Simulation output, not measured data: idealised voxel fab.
Process module in this document: voxel tone inversion
The cross-section on display is named cut; it measures 230 nm wide, and its cells are 5 nm squares.
This document writes a cross-section as a grid whose cells are square, and gives it as bands, listed from the top down; one or more rows of cells form a band.
First you get the band's top height and its bottom height, in nm, and then the materials it's made of, left to right, with each width in nm. If you see a single material with "throughout", that one covers the band edge to edge. "empty" is empty space.
Heights from 0 (as-received wafer is one material below). Bottom band endless downward, as "0..down".
Graded width ("30->40"): value in top row of band = first number; value in bottom row = second number; row-to-row change constant.
"nothing was modified" means the step left every cell of the cross-section as it was.
"Fully enclosed voids" lists enclosed empty spaces (at least 8 cells, no open path upward to the top), each as width x height at distance from the left edge, in nm.
Where a step's line continues beyond its settings, the continuation is a remark by the simulator itself on that step.
"overlay nm", when on a step's line for a step with a mask, measures how far to the right of its planned place the mask lay; a negative measure means to the left.
Set out below are the planned steps of the process:
1. RECEIVE [material Si]
2. CONFORMAL_DEP [material SiN] [thk nm 10]
3. DIRECTIONAL_DEP [material polySi] [thk nm 15]
4. PATTERN [tone cover] [mask id POSTS] [material resist] [width nm 20] [pitch nm 35] [thk nm 25] [overlay nm 0]
5. DIRECTIONAL_ETCH [etch materials polySi] [depth nm 15]
6. STRIP [etch materials resist]
7. FILL_DEP [material lowk] [thk nm 5]
8. CMP [height nm 25]
9. STRIP [etch materials polySi]
10. CONFORMAL_DEP [material TiN] [thk nm 5]
11. FILL_DEP [material W] [thk nm 5]
12. CMP [height nm 25]
13. CONFORMAL_DEP [material SiN] [thk nm 5]
Wafer cross-section on receipt, i.e. after step 1:
* 0..down = Si throughout
* Fully enclosed voids: none
Final wafer profile in cross-section after the module, from the same start and plan as above, with one mistake made during processing:
* 30..25 = SiN throughout
* 25..15 = 75 nm lowk  5 nm TiN  10 nm W  5 nm TiN  15 nm lowk  5 nm TiN  10 nm W  5 nm TiN  100 nm lowk
* 15..10 = 75 nm lowk  20 nm TiN  15 nm lowk  20 nm TiN  100 nm lowk
* 10..0 = SiN throughout
* 0..down = Si throughout
* Fully enclosed voids: none
What broke from the plan during processing? step 4 did not use the planned setting and instead ran as PATTERN [tone cover] [mask id POSTS] [material resist] [width nm 20] [pitch nm 35] [thk nm 25] [overlay nm -10]
